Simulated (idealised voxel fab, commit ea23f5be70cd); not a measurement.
Title: Process Module voxel wiring stack
The cross-section on display is named cut; it measures 275 nm wide, and its cells are 5 nm squares.
Cross-section, as written here: a square-cell grid given band by band from the top down, where a band holds one or more rows of cells. Band entry format. Leading values: height of top, height of bottom, nm. Remainder: materials in left-to-right order, each with its width in nm. Special words: "edge to edge" on a single material, which then fills the band edge to edge; "air", empty space. Convention: height 0 is the level below which the wafer, as received, is all one material. The lowest band does not terminate at the bottom but continues downward, represented as "0..down". Top row gets the first number, bottom row gets the second, and each row in between changes by the same step: that is how a band width like "30->40" works. Step marked "nothing was modified"? Then no cell in the cross-section changed in it. For the entry "Fully enclosed voids", the listed items are empty spaces with no open way to the top whose size is 8 cells or more; each item follows the pattern width x height at distance, where distance is from the left edge and all three are in nm. On a step's line, text after the settings is the simulator commenting on that step. "overlay nm" denotes, for a step that has a mask, the displacement of the mask to the right of its planned place, with negative values corresponding to the left. Pairs, read this way: before one process step on the one hand, after it on the other, the after cross-section ending at the lowest band that changed; the step between, settings included, beneath. Same starting wafer throughout, but possibly different runs of this module, so no pair continues from the pair above unless its entry headed "State before" says so.
# State before
> 95..80  resist 65 nm; air 20 nm; resist 20 nm; air 20 nm; resist 20 nm; air 20 nm; resist 20 nm; air 20 nm; resist 70 nm
> 80..60  lowk 65 nm; air 20 nm; lowk 20 nm; air 20 nm; lowk 20 nm; air 20 nm; lowk 20 nm; air 20 nm; lowk 70 nm
> 60..50  lowk 65 nm; air 15 nm; lowk 65 nm; air 15 nm; lowk 115 nm
> 50..45  SiCN edge to edge
> 45..20  Cu 65 nm; Ru 20 nm; Cu 20 nm; Ru 20 nm; Cu 20 nm; Ru 20 nm; Cu 20 nm; Ru 20 nm; Cu 70 nm
> 20..15  Cu 65 nm; TiN 20 nm; Cu 20 nm; TiN 20 nm; Cu 20 nm; TiN 20 nm; Cu 20 nm; TiN 20 nm; Cu 70 nm
> 15..0  SiO2 edge to edge
> 0..down  Si edge to edge
> Fully enclosed voids: none
# Cross-Section Thereafter
> 95..80  resist 65 nm; air 20 nm; resist 20 nm; air 20 nm; resist 20 nm; air 20 nm; resist 20 nm; air 20 nm; resist 70 nm
> 80..60  lowk 65 nm; air 20 nm; lowk 20 nm; air 20 nm; lowk 20 nm; air 20 nm; lowk 20 nm; air 20 nm; lowk 70 nm
> 60..50  lowk 65 nm; air 15 nm; lowk 65 nm; air 15 nm; lowk 115 nm
> 50..45  SiCN 65 nm; air 15 nm; SiCN 65 nm; air 15 nm; SiCN 115 nm
> Under the height 45 nothing was changed.
> Fully enclosed voids: none
Process step bridging the above cross-sections: DIRECTIONAL_ETCH | etch materials SiCN | depth nm 5
State before: The prior state of this step coincides with the post-step cross-section of the pair just above.
# Cross-Section Thereafter
> 80..60  lowk 65 nm; air 20 nm; lowk 20 nm; air 20 nm; lowk 20 nm; air 20 nm; lowk 20 nm; air 20 nm; lowk 70 nm
> Under the height 60 nothing was changed.
> Fully enclosed voids: none
Process step bridging the above cross-sections: STRIP | etch materials resist
State before: The prior state of this step coincides with the post-step cross-section of the pair just above.
# Cross-Section Thereafter
> 85..80  TiN 70 nm; air 10 nm; TiN 30 nm; air 10 nm; TiN 30 nm; air 10 nm; TiN 30 nm; air 10 nm; TiN 75 nm
> 80..65  lowk 65 nm; TiN 5 nm; air 10 nm; TiN 5 nm; lowk 20 nm; TiN 5 nm; air 10 nm; TiN 5 nm; lowk 20 nm; TiN 5 nm; air 10 nm; TiN 5 nm; lowk 20 nm; TiN 5 nm; air 10 nm; TiN 5 nm; lowk 70 nm
> 65..60  lowk 65 nm; TiN 5 nm; air 5 nm; TiN 10 nm; lowk 20 nm; TiN 20 nm; lowk 20 nm; TiN 5 nm; air 5 nm; TiN 10 nm; lowk 20 nm; TiN 20 nm; lowk 70 nm
> 60..50  lowk 65 nm; TiN 5 nm; air 5 nm; TiN 5 nm; lowk 65 nm; TiN 5 nm; air 5 nm; TiN 5 nm; lowk 115 nm
> 50..45  SiCN 65 nm; TiN 15 nm; SiCN 65 nm; TiN 15 nm; SiCN 115 nm
> Under the height 45 nothing was changed.
> Fully enclosed voids: none
Process step bridging the above cross-sections: CONFORMAL_DEP | material TiN | thk nm 5
State before: The prior state of this step coincides with the post-step cross-section of the pair just above.
# Cross-Section Thereafter
> 90..85  Ru edge to edge
> 85..80  TiN 70 nm; Ru 10 nm; TiN 30 nm; Ru 10 nm; TiN 30 nm; Ru 10 nm; TiN 30 nm; Ru 10 nm; TiN 75 nm
> 80..65  lowk 65 nm; TiN 5 nm; Ru 10 nm; TiN 5 nm; lowk 20 nm; TiN 5 nm; Ru 10 nm; TiN 5 nm; lowk 20 nm; TiN 5 nm; Ru 10 nm; TiN 5 nm; lowk 20 nm; TiN 5 nm; Ru 10 nm; TiN 5 nm; lowk 70 nm
> 65..60  lowk 65 nm; TiN 5 nm; Ru 5 nm; TiN 10 nm; lowk 20 nm; TiN 20 nm; lowk 20 nm; TiN 5 nm; Ru 5 nm; TiN 10 nm; lowk 20 nm; TiN 20 nm; lowk 70 nm
> 60..50  lowk 65 nm; TiN 5 nm; Ru 5 nm; TiN 5 nm; lowk 65 nm; TiN 5 nm; Ru 5 nm; TiN 5 nm; lowk 115 nm
> Under the height 50 nothing was changed.
> Fully enclosed voids: none
Process step bridging the above cross-sections: FILL_DEP | material Ru | thk nm 5
State before: The prior state of this step coincides with the post-step cross-section of the pair just above.
# Cross-Section Thereafter
> 80..65  lowk 65 nm; TiN 5 nm; Ru 10 nm; TiN 5 nm; lowk 20 nm; TiN 5 nm; Ru 10 nm; TiN 5 nm; lowk 20 nm; TiN 5 nm; Ru 10 nm; TiN 5 nm; lowk 20 nm; TiN 5 nm; Ru 10 nm; TiN 5 nm; lowk 70 nm
> Under the height 65 nothing was changed.
> Fully enclosed voids: none
Process step bridging the above cross-sections: CMP | height nm 80
State before: The prior state of this step coincides with the post-step cross-section of the pair just above.
# Cross-Section Thereafter
> 85..80  SiCN edge to edge
> Under the height 80 nothing was changed.
> Fully enclosed voids: none
Process step bridging the above cross-sections: CONFORMAL_DEP | material SiCN | thk nm 5
State before: The prior state of this step coincides with the post-step cross-section of the pair just above.
# Cross-Section Thereafter
> 120..85  SiO2 edge to edge
> Under the height 85 nothing was changed.
> Fully enclosed voids: none
Process step bridging the above cross-sections: DIRECTIONAL_DEP | material SiO2 | thk nm 35
State before: The prior state of this step coincides with the post-step cross-section of the pair just above.
# Cross-Section Thereafter
> 130..120  aC edge to edge
> Under the height 120 nothing was changed.
> Fully enclosed voids: none
Process step bridging the above cross-sections: DIRECTIONAL_DEP | material aC | thk nm 10
State before: The prior state of this step coincides with the post-step cross-section of the pair just above.
# Cross-Section Thereafter
> 160..130  resist 65 nm; air 20 nm; resist 20 nm; air 20 nm; resist 20 nm; air 20 nm; resist 20 nm; air 20 nm; resist 70 nm
> Under the height 130 nothing was changed.
> Fully enclosed voids: none
Process step bridging the above cross-sections: PATTERN | tone open | mask id METAL_3 | material resist | width nm 20 | pitch nm 40 | thk nm 30 | overlay nm 0
State before: The prior state of this step coincides with the post-step cross-section of the pair just above.
# Cross-Section Thereafter
> 150..130  resist 65 nm; air 20 nm; resist 20 nm; air 20 nm; resist 20 nm; air 20 nm; resist 20 nm; air 20 nm; resist 70 nm
> 130..120  aC 65 nm; air 20 nm; aC 20 nm; air 20 nm; aC 20 nm; air 20 nm; aC 20 nm; air 20 nm; aC 70 nm
> Under the height 120 nothing was changed.
> Fully enclosed voids: none
Process step bridging the above cross-sections: DIRECTIONAL_ETCH | etch materials aC | depth nm 10
State before: The prior state of this step coincides with the post-step cross-section of the pair just above.
# Cross-Section Thereafter
> 130..120  aC 65 nm; air 20 nm; aC 20 nm; air 20 nm; aC 20 nm; air 20 nm; aC 20 nm; air 20 nm; aC 70 nm
> Under the height 120 nothing was changed.
> Fully enclosed voids: none
Process step bridging the above cross-sections: STRIP | etch materials resist
State before: The prior state of this step coincides with the post-step cross-section of the pair just above.
# Cross-Section Thereafter
> 130..120  aC 65 nm; air 20 nm; aC 20 nm; air 20 nm; aC 20 nm; air 20 nm; aC 20 nm; air 20 nm; aC 70 nm
> 120..100  SiO2 65 nm; air 20 nm; SiO2 20 nm; air 20 nm; SiO2 20 nm; air 20 nm; SiO2 20 nm; air 20 nm; SiO2 70 nm
> Under the height 100 nothing was changed.
> Fully enclosed voids: none
Process step bridging the above cross-sections: DIRECTIONAL_ETCH | etch materials SiO2 | depth nm 20
State before: The prior state of this step coincides with the post-step cross-section of the pair just above.
# Cross-Section Thereafter
> 120..100  SiO2 65 nm; air 20 nm; SiO2 20 nm; air 20 nm; SiO2 20 nm; air 20 nm; SiO2 20 nm; air 20 nm; SiO2 70 nm
> Under the height 100 nothing was changed.
> Fully enclosed voids: none
Process step bridging the above cross-sections: STRIP | etch materials aC
State before: The prior state of this step coincides with the post-step cross-section of the pair just above.
# Cross-Section Thereafter
> 120..100  SiO2 65 nm; air 20 nm; SiO2 20 nm; air 20 nm; SiO2 20 nm; air 20 nm; SiO2 20 nm; air 20 nm; SiO2 70 nm
> 100..85  SiO2 65 nm; air 15 nm; SiO2 65 nm; air 15 nm; SiO2 115 nm
> Under the height 85 nothing was changed.
> Fully enclosed voids: none
Process step bridging the above cross-sections: MASKED_ETCH | tone open | mask id METAL_3_HOLES | width nm 15 | pitch nm 80 | etch materials SiO2 | depth nm 15 | overlay nm 0
State before: The prior state of this step coincides with the post-step cross-section of the pair just above.
# Cross-Section Thereafter
> 120..100  SiO2 65 nm; air 20 nm; SiO2 20 nm; air 20 nm; SiO2 20 nm; air 20 nm; SiO2 20 nm; air 20 nm; SiO2 70 nm
> 100..85  SiO2 65 nm; air 15 nm; SiO2 65 nm; air 15 nm; SiO2 115 nm
> 85..80  SiCN 65 nm; air 15 nm; SiCN 65 nm; air 15 nm; SiCN 115 nm
> Under the height 80 nothing was changed.
> Fully enclosed voids: none
Process step bridging the above cross-sections: MASKED_ETCH | tone open | mask id METAL_3_HOLES | width nm 15 | pitch nm 80 | etch materials SiCN | depth nm 5 | overlay nm 0
State before: The prior state of this step coincides with the post-step cross-section of the pair just above.
# Cross-Section Thereafter
> 125..120  TiN 70 nm; air 10 nm; TiN 30 nm; air 10 nm; TiN 30 nm; air 10 nm; TiN 30 nm; air 10 nm; TiN 75 nm
> 120..105  SiO2 65 nm; TiN 5 nm; air 10 nm; TiN 5 nm; SiO2 20 nm; TiN 5 nm; air 10 nm; TiN 5 nm; SiO2 20 nm; TiN 5 nm; air 10 nm; TiN 5 nm; SiO2 20 nm; TiN 5 nm; air 10 nm; TiN 5 nm; SiO2 70 nm
> 105..100  SiO2 65 nm; TiN 5 nm; air 5 nm; TiN 10 nm; SiO2 20 nm; TiN 20 nm; SiO2 20 nm; TiN 5 nm; air 5 nm; TiN 10 nm; SiO2 20 nm; TiN 20 nm; SiO2 70 nm
> 100..85  SiO2 65 nm; TiN 5 nm; air 5 nm; TiN 5 nm; SiO2 65 nm; TiN 5 nm; air 5 nm; TiN 5 nm; SiO2 115 nm
> 85..80  SiCN 65 nm; TiN 15 nm; SiCN 65 nm; TiN 15 nm; SiCN 115 nm
> Under the height 80 nothing was changed.
> Fully enclosed voids: none
Process step bridging the above cross-sections: CONFORMAL_DEP | material TiN | thk nm 5
State before: The prior state of this step coincides with the post-step cross-section of the pair just above.
# Cross-Section Thereafter
> 135..125  Cu edge to edge
> 125..120  TiN 70 nm; Cu 10 nm; TiN 30 nm; Cu 10 nm; TiN 30 nm; Cu 10 nm; TiN 30 nm; Cu 10 nm; TiN 75 nm
> 120..105  SiO2 65 nm; TiN 5 nm; Cu 10 nm; TiN 5 nm; SiO2 20 nm; TiN 5 nm; Cu 10 nm; TiN 5 nm; SiO2 20 nm; TiN 5 nm; Cu 10 nm; TiN 5 nm; SiO2 20 nm; TiN 5 nm; Cu 10 nm; TiN 5 nm; SiO2 70 nm
> 105..100  SiO2 65 nm; TiN 5 nm; Cu 5 nm; TiN 10 nm; SiO2 20 nm; TiN 20 nm; SiO2 20 nm; TiN 5 nm; Cu 5 nm; TiN 10 nm; SiO2 20 nm; TiN 20 nm; SiO2 70 nm
> 100..85  SiO2 65 nm; TiN 5 nm; Cu 5 nm; TiN 5 nm; SiO2 65 nm; TiN 5 nm; Cu 5 nm; TiN 5 nm; SiO2 115 nm
> Under the height 85 nothing was changed.
> Fully enclosed voids: none
Process step bridging the above cross-sections: FILL_DEP | material Cu | thk nm 10
State before: The prior state of this step coincides with the post-step cross-section of the pair just above.
# Cross-Section Thereafter
> 120..105  SiO2 65 nm; TiN 5 nm; Cu 10 nm; TiN 5 nm; SiO2 20 nm; TiN 5 nm; Cu 10 nm; TiN 5 nm; SiO2 20 nm; TiN 5 nm; Cu 10 nm; TiN 5 nm; SiO2 20 nm; TiN 5 nm; Cu 10 nm; TiN 5 nm; SiO2 70 nm
> Under the height 105 nothing was changed.
> Fully enclosed voids: none
Process step bridging the above cross-sections: CMP | height nm 120
State before: The prior state of this step coincides with the post-step cross-section of the pair just above.
# Cross-Section Thereafter
> 125..120  SiN edge to edge
> Under the height 120 nothing was changed.
> Fully enclosed voids: none
Process step bridging the above cross-sections: CONFORMAL_DEP | material SiN | thk nm 5
# State before
> 130..120  aC edge to edge
> 120..85  SiO2 edge to edge
> 85..80  SiCN edge to edge
> 80..65  lowk 65 nm; TiN 5 nm; Ru 10 nm; TiN 5 nm; lowk 20 nm; TiN 5 nm; Ru 10 nm; TiN 5 nm; lowk 20 nm; TiN 5 nm; Ru 10 nm; TiN 5 nm; lowk 20 nm; TiN 5 nm; Ru 10 nm; TiN 5 nm; lowk 70 nm
> 65..60  lowk 65 nm; TiN 5 nm; Ru 5 nm; TiN 10 nm; lowk 20 nm; TiN 20 nm; lowk 20 nm; TiN 5 nm; Ru 5 nm; TiN 10 nm; lowk 20 nm; TiN 20 nm; lowk 70 nm
> 60..50  lowk 65 nm; TiN 5 nm; Ru 5 nm; TiN 5 nm; lowk 65 nm; TiN 5 nm; Ru 5 nm; TiN 5 nm; lowk 115 nm
> 50..45  SiCN 65 nm; TiN 15 nm; SiCN 65 nm; TiN 15 nm; SiCN 115 nm
> 45..20  SiO2 65 nm; Ru 20 nm; SiO2 20 nm; Ru 20 nm; SiO2 20 nm; Ru 20 nm; SiO2 20 nm; Ru 20 nm; SiO2 70 nm
> 20..15  SiO2 65 nm; TiN 20 nm; SiO2 20 nm; TiN 20 nm; SiO2 20 nm; TiN 20 nm; SiO2 20 nm; TiN 20 nm; SiO2 70 nm
> 15..0  SiO2 edge to edge
> 0..down  Si edge to edge
> Fully enclosed voids: none
# Cross-Section Thereafter
> 160..130  air 65 nm; resist 20 nm; air 20 nm; resist 20 nm; air 20 nm; resist 20 nm; air 20 nm; resist 20 nm; air 70 nm
> Under the height 130 nothing was changed.
> Fully enclosed voids: none
Process step bridging the above cross-sections: PATTERN | tone cover | mask id METAL_3 | material resist | width nm 20 | pitch nm 40 | thk nm 30 | overlay nm 0
State before: The prior state of this step coincides with the post-step cross-section of the pair just above.
# Cross-Section Thereafter
> 150..130  air 65 nm; resist 20 nm; air 20 nm; resist 20 nm; air 20 nm; resist 20 nm; air 20 nm; resist 20 nm; air 70 nm
> 130..120  air 65 nm; aC 20 nm; air 20 nm; aC 20 nm; air 20 nm; aC 20 nm; air 20 nm; aC 20 nm; air 70 nm
> Under the height 120 nothing was changed.
> Fully enclosed voids: none
Process step bridging the above cross-sections: DIRECTIONAL_ETCH | etch materials aC | depth nm 10
State before: The prior state of this step coincides with the post-step cross-section of the pair just above.
# Cross-Section Thereafter
> 130..120  air 65 nm; aC 20 nm; air 20 nm; aC 20 nm; air 20 nm; aC 20 nm; air 20 nm; aC 20 nm; air 70 nm
> Under the height 120 nothing was changed.
> Fully enclosed voids: none
Process step bridging the above cross-sections: STRIP | etch materials resist
State before: The prior state of this step coincides with the post-step cross-section of the pair just above.
# Cross-Section Thereafter
> 130..120  air 65 nm; aC 20 nm; air 20 nm; aC 20 nm; air 20 nm; aC 20 nm; air 20 nm; aC 20 nm; air 70 nm
> 120..100  air 65 nm; SiO2 20 nm; air 20 nm; SiO2 20 nm; air 20 nm; SiO2 20 nm; air 20 nm; SiO2 20 nm; air 70 nm
> Under the height 100 nothing was changed.
> Fully enclosed voids: none
Process step bridging the above cross-sections: DIRECTIONAL_ETCH | etch materials SiO2 | depth nm 20
State before: The prior state of this step coincides with the post-step cross-section of the pair just above.
# Cross-Section Thereafter
> 120..100  air 65 nm; SiO2 20 nm; air 20 nm; SiO2 20 nm; air 20 nm; SiO2 20 nm; air 20 nm; SiO2 20 nm; air 70 nm
> Under the height 100 nothing was changed.
> Fully enclosed voids: none
Process step bridging the above cross-sections: STRIP | etch materials aC
State before: The prior state of this step coincides with the post-step cross-section of the pair just above.
# Cross-Section Thereafter
> 120..105  air 80 nm; SiO2 5 nm; air 20 nm; SiO2 20 nm; air 35 nm; SiO2 5 nm; air 20 nm; SiO2 20 nm; air 70 nm
> Under the height 105 nothing was changed.
> Fully enclosed voids: none
Process step bridging the above cross-sections: MASKED_ETCH | tone open | mask id METAL_3_HOLES | width nm 15 | pitch nm 80 | etch materials SiO2 | depth nm 15 | overlay nm 0
State before: The prior state of this step coincides with the post-step cross-section of the pair just above.
# Cross-Section Thereafter
> 125..120  air 75 nm; TiN 15 nm; air 10 nm; TiN 30 nm; air 25 nm; TiN 15 nm; air 10 nm; TiN 30 nm; air 65 nm
> 120..110  air 75 nm; TiN 5 nm; SiO2 5 nm; TiN 5 nm; air 10 nm; TiN 5 nm; SiO2 20 nm; TiN 5 nm; air 25 nm; TiN 5 nm; SiO2 5 nm; TiN 5 nm; air 10 nm; TiN 5 nm; SiO2 20 nm; TiN 5 nm; air 65 nm
> 110..105  air 60 nm; TiN 20 nm; SiO2 5 nm; TiN 5 nm; air 10 nm; TiN 5 nm; SiO2 20 nm; TiN 5 nm; air 10 nm; TiN 20 nm; SiO2 5 nm; TiN 5 nm; air 10 nm; TiN 5 nm; SiO2 20 nm; TiN 5 nm; air 65 nm
> 105..100  TiN 65 nm; SiO2 20 nm; TiN 20 nm; SiO2 20 nm; TiN 20 nm; SiO2 20 nm; TiN 20 nm; SiO2 20 nm; TiN 70 nm
> Under the height 100 nothing was changed.
> Fully enclosed voids: none
Process step bridging the above cross-sections: CONFORMAL_DEP | material TiN | thk nm 5
State before: The prior state of this step coincides with the post-step cross-section of the pair just above.
# Cross-Section Thereafter
> 135..125  Cu edge to edge
> 125..120  Cu 75 nm; TiN 15 nm; Cu 10 nm; TiN 30 nm; Cu 25 nm; TiN 15 nm; Cu 10 nm; TiN 30 nm; Cu 65 nm
> 120..110  Cu 75 nm; TiN 5 nm; SiO2 5 nm; TiN 5 nm; Cu 10 nm; TiN 5 nm; SiO2 20 nm; TiN 5 nm; Cu 25 nm; TiN 5 nm; SiO2 5 nm; TiN 5 nm; Cu 10 nm; TiN 5 nm; SiO2 20 nm; TiN 5 nm; Cu 65 nm
> 110..105  Cu 60 nm; TiN 20 nm; SiO2 5 nm; TiN 5 nm; Cu 10 nm; TiN 5 nm; SiO2 20 nm; TiN 5 nm; Cu 10 nm; TiN 20 nm; SiO2 5 nm; TiN 5 nm; Cu 10 nm; TiN 5 nm; SiO2 20 nm; TiN 5 nm; Cu 65 nm
> Under the height 105 nothing was changed.
> Fully enclosed voids: none
Process step bridging the above cross-sections: FILL_DEP | material Cu | thk nm 10
State before: The prior state of this step coincides with the post-step cross-section of the pair just above.
# Cross-Section Thereafter
> 120..110  Cu 75 nm; TiN 5 nm; SiO2 5 nm; TiN 5 nm; Cu 10 nm; TiN 5 nm; SiO2 20 nm; TiN 5 nm; Cu 25 nm; TiN 5 nm; SiO2 5 nm; TiN 5 nm; Cu 10 nm; TiN 5 nm; SiO2 20 nm; TiN 5 nm; Cu 65 nm
> Under the height 110 nothing was changed.
> Fully enclosed voids: none
Process step bridging the above cross-sections: CMP | height nm 120
State before: The prior state of this step coincides with the post-step cross-section of the pair just above.
# Cross-Section Thereafter
> 125..120  SiN edge to edge
> Under the height 120 nothing was changed.
> Fully enclosed voids: none
Process step bridging the above cross-sections: CONFORMAL_DEP | material SiN | thk nm 5
